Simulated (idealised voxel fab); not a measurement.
process module | voxel local oxidation
cross-section cut | 255 nm wide | cells 5 nm
A cross-section is a grid of square cells, given in bands from the top down. A band is one or more rows of cells.
Each band's line starts with the height of the band's top and of its bottom, in nm. Then come its materials from left to right, each with its width in nm. One material with "throughout" fills the band from edge to edge. "air" is empty space.
Height 0 is the level under which the wafer as received is all one material. The lowest band goes on downwards, as in "0 down".
A width such as "30 to 40" changes by the same amount from each row of cells to the next, from the band's top row to its bottom row.
"no change" after a step means that no cell of the cross-section changed.
closed voids: empty space of 8 cells or more with no open way to the top, each as width x height at its distance from the left edge, in nm
after a step's settings: what the simulator itself notes on the step
overlay nm, on a step with a mask: how far to the right of its planned place the mask lay; to the left if negative
plan
1 op RECEIVE | material Si
2 op CONFORMAL_DEP | material SiO2 | thk nm 5
3 op CONFORMAL_DEP | material SiN | thk nm 15
4 op PATTERN | tone cover | mask id ACTIVE | material resist | width nm 95 | thk nm 20 | overlay nm 0
5 op DIRECTIONAL_ETCH | etch materials SiN | depth nm 15
6 op STRIP | etch materials resist
7 op SELECTIVE_ETCH | etch materials SiO2 | depth nm 5
8 op OXIDIZE | depth nm 10
9 op STRIP | etch materials SiN
varied across the wafers: depth nm of step 7. The plan shows the first wafer's value. All wafers start alike
first wafer as received, after step 1
  0 down: Si throughout
  closed voids: none
first wafer at the end, after step 9
  5 to 0: air 85 | SiO2 85 | air 85
  0 to -10: SiO2 95 | Si 65 | SiO2 95
  -10 down: Si throughout
  closed voids: none
last wafer at the end
  5 to 0: air 100 | SiO2 55 | air 100
  0 to -10: SiO2 110 | Si 35 | SiO2 110
  -10 down: Si throughout
  closed voids: none
each wafer at the end: cells of each material gained (+) or lost (-) since it was received, then its closed voids
depth nm 5 | -76 Si | +93 SiO2 | closed voids: none
depth nm 10 | -80 Si | +95 SiO2 | closed voids: none
depth nm 15 | -84 Si | +97 SiO2 | closed voids: none
depth nm 20 | -88 Si | +99 SiO2 | closed voids: none
